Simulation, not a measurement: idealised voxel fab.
process module | voxel ribs on slabs
cross-section cut | 290 nm wide | cells 5 nm
A cross-section is a grid of square cells, given in bands from the top down. A band is one or more rows of cells.
Each band's line starts with the height of the band's top and of its bottom, in nm. Then come its materials from left to right, each with its width in nm. One material with "throughout" fills the band from edge to edge. "air" is empty space.
Height 0 is the level under which the wafer as received is all one material. The lowest band goes on downwards, as in "0 down".
A width such as "30 to 40" changes by the same amount from each row of cells to the next, from the band's top row to its bottom row.
"no change" after a step means that no cell of the cross-section changed.
closed voids: empty space of 8 cells or more with no open way to the top, each as width x height at its distance from the left edge, in nm
after a step's settings: what the simulator itself notes on the step
overlay nm, on a step with a mask: how far to the right of its planned place the mask lay; to the left if negative
plan
1 op RECEIVE | material Si
2 op DIRECTIONAL_DEP | material SiO2 | thk nm 20
3 op DIRECTIONAL_DEP | material polySi | thk nm 25
4 op DIRECTIONAL_DEP | material aC | thk nm 10
5 op PATTERN | tone cover | mask id RIB | material resist | width nm 20 | thk nm 25 | overlay nm 0
6 op DIRECTIONAL_ETCH | etch materials aC | depth nm 10
7 op STRIP | etch materials resist
8 op DIRECTIONAL_ETCH | etch materials polySi | depth nm 5
9 op STRIP | etch materials aC
10 op PATTERN | tone cover | mask id SLAB | material resist | width nm 70 | thk nm 15 | overlay nm 0
11 op DIRECTIONAL_ETCH | etch materials polySi | depth nm 20
12 op STRIP | etch materials resist
13 op FILL_DEP | material SiO2 | thk nm 30
14 op CMP | height nm 65
15 op DIRECTIONAL_DEP | material W | thk nm 5
16 op MASKED_ETCH | tone cover | mask id HEATER | width nm 30 | etch materials W | depth nm 5 | overlay nm 0
17 op CONFORMAL_DEP | material SiO2 | thk nm 5
first wafer, as planned
as received, after step 1
  0 down: Si throughout
  closed voids: none
after step 2
  20 to 0: SiO2 throughout
  below 0: unchanged
after step 3
  45 to 20: polySi throughout
  below 20: unchanged
after step 4
  55 to 45: aC throughout
  below 45: unchanged
after step 5
  80 to 55: air 135 | resist 20 | air 135
  below 55: unchanged
after step 6
  70 to 55: air 135 | resist 20 | air 135
  55 to 45: air 135 | aC 20 | air 135
  below 45: unchanged
after step 7
  55 to 45: air 135 | aC 20 | air 135
  below 45: unchanged
after step 8
  55 to 45: air 135 | aC 20 | air 135
  45 to 40: air 135 | polySi 20 | air 135
  below 40: unchanged
after step 9
  45 to 40: air 135 | polySi 20 | air 135
  below 40: unchanged
after step 10
  60 to 45: air 110 | resist 70 | air 110
  45 to 40: air 110 | resist 25 | polySi 20 | resist 25 | air 110
  below 40: unchanged
after step 11
  60 to 45: air 110 | resist 70 | air 110
  45 to 40: air 110 | resist 25 | polySi 20 | resist 25 | air 110
  40 to 20: air 110 | polySi 70 | air 110
  below 20: unchanged
after step 12
  45 to 40: air 135 | polySi 20 | air 135
  below 40: unchanged
after step 13
  75 to 45: SiO2 throughout
  45 to 40: SiO2 135 | polySi 20 | SiO2 135
  40 to 20: SiO2 110 | polySi 70 | SiO2 110
  below 20: unchanged
after step 14
  65 to 45: SiO2 throughout
  below 45: unchanged
after step 15
  70 to 65: W throughout
  below 65: unchanged
after step 16
  70 to 65: air 130 | W 30 | air 130
  below 65: unchanged
after step 17
  75 to 70: air 125 | SiO2 40 | air 125
  70 to 65: SiO2 130 | W 30 | SiO2 130
  below 65: unchanged
second wafer: like start, like plan, one mistake. Through step 13 it matches the first wafer
when step 14 should have ended
  55 to 45: SiO2 throughout
  below 45: unchanged
when step 15 should have ended
  60 to 55: W throughout
  below 55: unchanged
when step 16 should have ended
  60 to 55: air 130 | W 30 | air 130
  below 55: unchanged
when step 17 should have ended
  65 to 60: air 125 | SiO2 40 | air 125
  60 to 55: SiO2 130 | W 30 | SiO2 130
  below 55: unchanged
what went wrong: step 14 ran as: op CMP | height nm 55
at the end the second wafer has, in cells: 116 fewer of SiO2
